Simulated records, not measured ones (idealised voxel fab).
process module | voxel wiring stack
cross-section cut | 240 nm wide | cells 5 nm
A cross-section is a grid of square cells, given in bands from the top down. A band is one or more rows of cells.
Each band's line starts with the height of the band's top and of its bottom, in nm. Then come its materials from left to right, each with its width in nm. One material with "throughout" fills the band from edge to edge. "air" is empty space.
Height 0 is the level under which the wafer as received is all one material. The lowest band goes on downwards, as in "0 down".
A width such as "30 to 40" changes by the same amount from each row of cells to the next, from the band's top row to its bottom row.
"no change" after a step means that no cell of the cross-section changed.
closed voids: empty space of 8 cells or more with no open way to the top, each as width x height at its distance from the left edge, in nm
after a step's settings: what the simulator itself notes on the step
overlay nm, on a step with a mask: how far to the right of its planned place the mask lay; to the left if negative
plan
1 op RECEIVE | material Si
2 op CONFORMAL_DEP | material SiO2 | thk nm 10
3 op DIRECTIONAL_DEP | material TiN | thk nm 5
4 op DIRECTIONAL_DEP | material W | thk nm 25
5 op DIRECTIONAL_DEP | material aC | thk nm 15
6 op PATTERN | tone cover | mask id METAL_1 | material resist | width nm 25 | pitch nm 40 | thk nm 30 | overlay nm 0
7 op DIRECTIONAL_ETCH | etch materials aC | depth nm 15
8 op STRIP | etch materials resist
9 op DIRECTIONAL_ETCH | etch materials W | depth nm 25
10 op DIRECTIONAL_ETCH | etch materials TiN | depth nm 5
11 op STRIP | etch materials aC
12 op CONFORMAL_DEP | material SiCN | thk nm 5
13 op FILL_DEP | material lowk | thk nm 5
14 op CMP | height nm 40
15 op CONFORMAL_DEP | material SiCN | thk nm 5
16 op DIRECTIONAL_DEP | material SiO2 | thk nm 20
17 op MASKED_ETCH | tone open | mask id PLUG_1 | width nm 15 | pitch nm 80 | etch materials SiO2 | depth nm 20 | overlay nm 0
18 op MASKED_ETCH | tone open | mask id PLUG_1 | width nm 15 | pitch nm 80 | etch materials SiCN | depth nm 5 | overlay nm 0
19 op EPI | material Ru | thk nm 10
20 op EPI | material Ru | thk nm 10
21 op EPI | material Ru | thk nm 5
22 op CONFORMAL_DEP | material SiN | thk nm 5
23 op DIRECTIONAL_DEP | material lowk | thk nm 20
24 op DIRECTIONAL_DEP | material aC | thk nm 15
25 op PATTERN | tone open | mask id METAL_2 | material resist | width nm 25 | pitch nm 40 | thk nm 35 | overlay nm 0
26 op DIRECTIONAL_ETCH | etch materials aC | depth nm 15
27 op STRIP | etch materials resist
28 op DIRECTIONAL_ETCH | etch materials lowk | depth nm 20
29 op DIRECTIONAL_ETCH | etch materials SiN | depth nm 5
30 op STRIP | etch materials aC
31 op CONFORMAL_DEP | material TiN | thk nm 5
32 op FILL_DEP | material Cu | thk nm 10
33 op CMP | height nm 90
34 op EPI | material Ru | thk nm 5
35 op FILL_DEP | material SiCN | thk nm 5
first wafer, as planned
as received, after step 1
  0 down: Si throughout
  closed voids: none
after step 2
  10 to 0: SiO2 throughout
  below 0: unchanged
after step 3
  15 to 10: TiN throughout
  below 10: unchanged
after step 4
  40 to 15: W throughout
  below 15: unchanged
after step 5
  55 to 40: aC throughout
  below 40: unchanged
after step 6
  85 to 55: air 45 | resist 25 | air 15 | resist 25 | air 15 | resist 25 | air 15 | resist 25 | air 50
  below 55: unchanged
after step 7
  70 to 55: air 45 | resist 25 | air 15 | resist 25 | air 15 | resist 25 | air 15 | resist 25 | air 50
  55 to 40: air 45 | aC 25 | air 15 | aC 25 | air 15 | aC 25 | air 15 | aC 25 | air 50
  below 40: unchanged
after step 8
  55 to 40: air 45 | aC 25 | air 15 | aC 25 | air 15 | aC 25 | air 15 | aC 25 | air 50
  below 40: unchanged
after step 9
  55 to 40: air 45 | aC 25 | air 15 | aC 25 | air 15 | aC 25 | air 15 | aC 25 | air 50
  40 to 15: air 45 | W 25 | air 15 | W 25 | air 15 | W 25 | air 15 | W 25 | air 50
  below 15: unchanged
after step 10
  55 to 40: air 45 | aC 25 | air 15 | aC 25 | air 15 | aC 25 | air 15 | aC 25 | air 50
  40 to 15: air 45 | W 25 | air 15 | W 25 | air 15 | W 25 | air 15 | W 25 | air 50
  15 to 10: air 45 | TiN 25 | air 15 | TiN 25 | air 15 | TiN 25 | air 15 | TiN 25 | air 50
  below 10: unchanged
after step 11
  40 to 15: air 45 | W 25 | air 15 | W 25 | air 15 | W 25 | air 15 | W 25 | air 50
  below 15: unchanged
after step 12
  45 to 40: air 40 | SiCN 35 | air 5 | SiCN 35 | air 5 | SiCN 35 | air 5 | SiCN 35 | air 45
  40 to 15: air 40 | SiCN 5 | W 25 | SiCN 5 | air 5 | SiCN 5 | W 25 | SiCN 5 | air 5 | SiCN 5 | W 25 | SiCN 5 | air 5 | SiCN 5 | W 25 | SiCN 5 | air 45
  15 to 10: SiCN 45 | TiN 25 | SiCN 15 | TiN 25 | SiCN 15 | TiN 25 | SiCN 15 | TiN 25 | SiCN 50
  below 10: unchanged
after step 13
  50 to 45: lowk throughout
  45 to 40: lowk 40 | SiCN 35 | lowk 5 | SiCN 35 | lowk 5 | SiCN 35 | lowk 5 | SiCN 35 | lowk 45
  40 to 15: lowk 40 | SiCN 5 | W 25 | SiCN 5 | lowk 5 | SiCN 5 | W 25 | SiCN 5 | lowk 5 | SiCN 5 | W 25 | SiCN 5 | lowk 5 | SiCN 5 | W 25 | SiCN 5 | lowk 45
  below 15: unchanged
after step 14
  40 to 15: lowk 40 | SiCN 5 | W 25 | SiCN 5 | lowk 5 | SiCN 5 | W 25 | SiCN 5 | lowk 5 | SiCN 5 | W 25 | SiCN 5 | lowk 5 | SiCN 5 | W 25 | SiCN 5 | lowk 45
  below 15: unchanged
after step 15
  45 to 40: SiCN throughout
  below 40: unchanged
after step 16
  65 to 45: SiO2 throughout
  below 45: unchanged
after step 17
  65 to 45: SiO2 45 | air 15 | SiO2 65 | air 15 | SiO2 100
  below 45: unchanged
after step 18
  65 to 45: SiO2 45 | air 15 | SiO2 65 | air 15 | SiO2 100
  45 to 40: SiCN 45 | air 15 | SiCN 65 | air 15 | SiCN 100
  below 40: unchanged
after step 19
  65 to 50: SiO2 45 | air 15 | SiO2 65 | air 15 | SiO2 100
  50 to 45: SiO2 45 | Ru 15 | SiO2 65 | Ru 15 | SiO2 100
  45 to 40: SiCN 45 | Ru 15 | SiCN 65 | Ru 15 | SiCN 100
  below 40: unchanged
after step 20
  65 to 60: SiO2 45 | air 15 | SiO2 65 | air 15 | SiO2 100
  60 to 45: SiO2 45 | Ru 15 | SiO2 65 | Ru 15 | SiO2 100
  below 45: unchanged
after step 21
  65 to 45: SiO2 45 | Ru 15 | SiO2 65 | Ru 15 | SiO2 100
  below 45: unchanged
after step 22
  70 to 65: SiN throughout
  below 65: unchanged
after step 23
  90 to 70: lowk throughout
  below 70: unchanged
after step 24
  105 to 90: aC throughout
  below 90: unchanged
after step 25
  140 to 105: resist 45 | air 25 | resist 15 | air 25 | resist 15 | air 25 | resist 15 | air 25 | resist 50
  below 105: unchanged
after step 26
  125 to 105: resist 45 | air 25 | resist 15 | air 25 | resist 15 | air 25 | resist 15 | air 25 | resist 50
  105 to 90: aC 45 | air 25 | aC 15 | air 25 | aC 15 | air 25 | aC 15 | air 25 | aC 50
  below 90: unchanged
after step 27
  105 to 90: aC 45 | air 25 | aC 15 | air 25 | aC 15 | air 25 | aC 15 | air 25 | aC 50
  below 90: unchanged
after step 28
  105 to 90: aC 45 | air 25 | aC 15 | air 25 | aC 15 | air 25 | aC 15 | air 25 | aC 50
  90 to 70: lowk 45 | air 25 | lowk 15 | air 25 | lowk 15 | air 25 | lowk 15 | air 25 | lowk 50
  below 70: unchanged
after step 29
  105 to 90: aC 45 | air 25 | aC 15 | air 25 | aC 15 | air 25 | aC 15 | air 25 | aC 50
  90 to 70: lowk 45 | air 25 | lowk 15 | air 25 | lowk 15 | air 25 | lowk 15 | air 25 | lowk 50
  70 to 65: SiN 45 | air 25 | SiN 15 | air 25 | SiN 15 | air 25 | SiN 15 | air 25 | SiN 50
  below 65: unchanged
after step 30
  90 to 70: lowk 45 | air 25 | lowk 15 | air 25 | lowk 15 | air 25 | lowk 15 | air 25 | lowk 50
  below 70: unchanged
after step 31
  95 to 90: TiN 50 | air 15 | TiN 25 | air 15 | TiN 25 | air 15 | TiN 25 | air 15 | TiN 55
  90 to 70: lowk 45 | TiN 5 | air 15 | TiN 5 | lowk 15 | TiN 5 | air 15 | TiN 5 | lowk 15 | TiN 5 | air 15 | TiN 5 | lowk 15 | TiN 5 | air 15 | TiN 5 | lowk 50
  70 to 65: SiN 45 | TiN 25 | SiN 15 | TiN 25 | SiN 15 | TiN 25 | SiN 15 | TiN 25 | SiN 50
  below 65: unchanged
after step 32
  105 to 95: Cu throughout
  95 to 90: TiN 50 | Cu 15 | TiN 25 | Cu 15 | TiN 25 | Cu 15 | TiN 25 | Cu 15 | TiN 55
  90 to 70: lowk 45 | TiN 5 | Cu 15 | TiN 5 | lowk 15 | TiN 5 | Cu 15 | TiN 5 | lowk 15 | TiN 5 | Cu 15 | TiN 5 | lowk 15 | TiN 5 | Cu 15 | TiN 5 | lowk 50
  below 70: unchanged
after step 33
  90 to 70: lowk 45 | TiN 5 | Cu 15 | TiN 5 | lowk 15 | TiN 5 | Cu 15 | TiN 5 | lowk 15 | TiN 5 | Cu 15 | TiN 5 | lowk 15 | TiN 5 | Cu 15 | TiN 5 | lowk 50
  below 70: unchanged
after step 34
  95 to 90: air 40 | Ru 35 | air 5 | Ru 35 | air 5 | Ru 35 | air 5 | Ru 35 | air 45
  below 90: unchanged
after step 35
  100 to 95: SiCN throughout
  95 to 90: SiCN 40 | Ru 35 | SiCN 5 | Ru 35 | SiCN 5 | Ru 35 | SiCN 5 | Ru 35 | SiCN 45
  below 90: unchanged
second wafer: like start, like plan, one mistake. Through step 34 it matches the first wafer
when step 35 should have ended: no change
what went wrong: step 35 was left out
at the end the second wafer has, in cells: 68 fewer of SiCN
